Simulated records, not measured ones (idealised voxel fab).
process module | voxel plated lines
cross-section cut | 240 nm wide | cells 5 nm
A cross-section is a grid of square cells, given in bands from the top down. A band is one or more rows of cells.
Each band's line starts with the height of the band's top and of its bottom, in nm. Then come its materials from left to right, each with its width in nm. One material with "throughout" fills the band from edge to edge. "air" is empty space.
Height 0 is the level under which the wafer as received is all one material. The lowest band goes on downwards, as in "0 down".
A width such as "30 to 40" changes by the same amount from each row of cells to the next, from the band's top row to its bottom row.
"no change" after a step means that no cell of the cross-section changed.
closed voids: empty space of 8 cells or more with no open way to the top, each as width x height at its distance from the left edge, in nm
after a step's settings: what the simulator itself notes on the step
overlay nm, on a step with a mask: how far to the right of its planned place the mask lay; to the left if negative
plan
1 op RECEIVE | material Si
2 op CONFORMAL_DEP | material SiN | thk nm 15
3 op DIRECTIONAL_DEP | material TiN | thk nm 5
4 op PATTERN | tone open | mask id LINES | material resist | width nm 20 | pitch nm 50 | thk nm 35 | overlay nm 0
5 op EPI | material Ru | thk nm 5
6 op EPI | material Ru | thk nm 5
7 op EPI | material Ru | thk nm 10
8 op STRIP | etch materials resist
9 op DIRECTIONAL_ETCH | etch materials TiN | depth nm 5
10 op CONFORMAL_DEP | material SiN | thk nm 10
first wafer, as planned
as received, after step 1
  0 down: Si throughout
  closed voids: none
after step 2
  15 to 0: SiN throughout
  below 0: unchanged
after step 3
  20 to 15: TiN throughout
  below 15: unchanged
after step 4
  55 to 20: resist 60 | air 20 | resist 30 | air 20 | resist 30 | air 20 | resist 60
  below 20: unchanged
after step 5
  55 to 25: resist 60 | air 20 | resist 30 | air 20 | resist 30 | air 20 | resist 60
  25 to 20: resist 60 | Ru 20 | resist 30 | Ru 20 | resist 30 | Ru 20 | resist 60
  below 20: unchanged
after step 6
  55 to 30: resist 60 | air 20 | resist 30 | air 20 | resist 30 | air 20 | resist 60
  30 to 20: resist 60 | Ru 20 | resist 30 | Ru 20 | resist 30 | Ru 20 | resist 60
  below 20: unchanged
after step 7
  55 to 40: resist 60 | air 20 | resist 30 | air 20 | resist 30 | air 20 | resist 60
  40 to 20: resist 60 | Ru 20 | resist 30 | Ru 20 | resist 30 | Ru 20 | resist 60
  below 20: unchanged
after step 8
  40 to 20: air 60 | Ru 20 | air 30 | Ru 20 | air 30 | Ru 20 | air 60
  below 20: unchanged
after step 9
  40 to 20: air 60 | Ru 20 | air 30 | Ru 20 | air 30 | Ru 20 | air 60
  20 to 15: air 60 | TiN 20 | air 30 | TiN 20 | air 30 | TiN 20 | air 60
  below 15: unchanged
after step 10
  50 to 40: air 50 | SiN 40 | air 10 | SiN 40 | air 10 | SiN 40 | air 50
  40 to 25: air 50 | SiN 10 | Ru 20 | SiN 10 | air 10 | SiN 10 | Ru 20 | SiN 10 | air 10 | SiN 10 | Ru 20 | SiN 10 | air 50
  25 to 20: SiN 60 | Ru 20 | SiN 30 | Ru 20 | SiN 30 | Ru 20 | SiN 60
  20 to 15: SiN 60 | TiN 20 | SiN 30 | TiN 20 | SiN 30 | TiN 20 | SiN 60
  below 15: unchanged
second wafer: like start, like plan, one mistake. Through step 3 it matches the first wafer
when step 4 should have ended
  55 to 20: resist 55 | air 30 | resist 20 | air 30 | resist 20 | air 30 | resist 55
  below 20: unchanged
when step 5 should have ended
  55 to 25: resist 55 | air 30 | resist 20 | air 30 | resist 20 | air 30 | resist 55
  25 to 20: resist 55 | Ru 30 | resist 20 | Ru 30 | resist 20 | Ru 30 | resist 55
  below 20: unchanged
when step 6 should have ended
  55 to 30: resist 55 | air 30 | resist 20 | air 30 | resist 20 | air 30 | resist 55
  30 to 20: resist 55 | Ru 30 | resist 20 | Ru 30 | resist 20 | Ru 30 | resist 55
  below 20: unchanged
when step 7 should have ended
  55 to 40: resist 55 | air 30 | resist 20 | air 30 | resist 20 | air 30 | resist 55
  40 to 20: resist 55 | Ru 30 | resist 20 | Ru 30 | resist 20 | Ru 30 | resist 55
  below 20: unchanged
when step 8 should have ended
  40 to 20: air 55 | Ru 30 | air 20 | Ru 30 | air 20 | Ru 30 | air 55
  below 20: unchanged
when step 9 should have ended
  40 to 20: air 55 | Ru 30 | air 20 | Ru 30 | air 20 | Ru 30 | air 55
  20 to 15: air 55 | TiN 30 | air 20 | TiN 30 | air 20 | TiN 30 | air 55
  below 15: unchanged
when step 10 should have ended
  50 to 40: air 45 | SiN 150 | air 45
  40 to 25: air 45 | SiN 10 | Ru 30 | SiN 20 | Ru 30 | SiN 20 | Ru 30 | SiN 10 | air 45
  25 to 20: SiN 55 | Ru 30 | SiN 20 | Ru 30 | SiN 20 | Ru 30 | SiN 55
  20 to 15: SiN 55 | TiN 30 | SiN 20 | TiN 30 | SiN 20 | TiN 30 | SiN 55
  below 15: unchanged
what went wrong: step 4 ran as: op PATTERN | tone open | mask id LINES | material resist | width nm 30 | pitch nm 50 | thk nm 35 | overlay nm 0
at the end the second wafer has, in cells: 24 more of Ru | 6 more of TiN
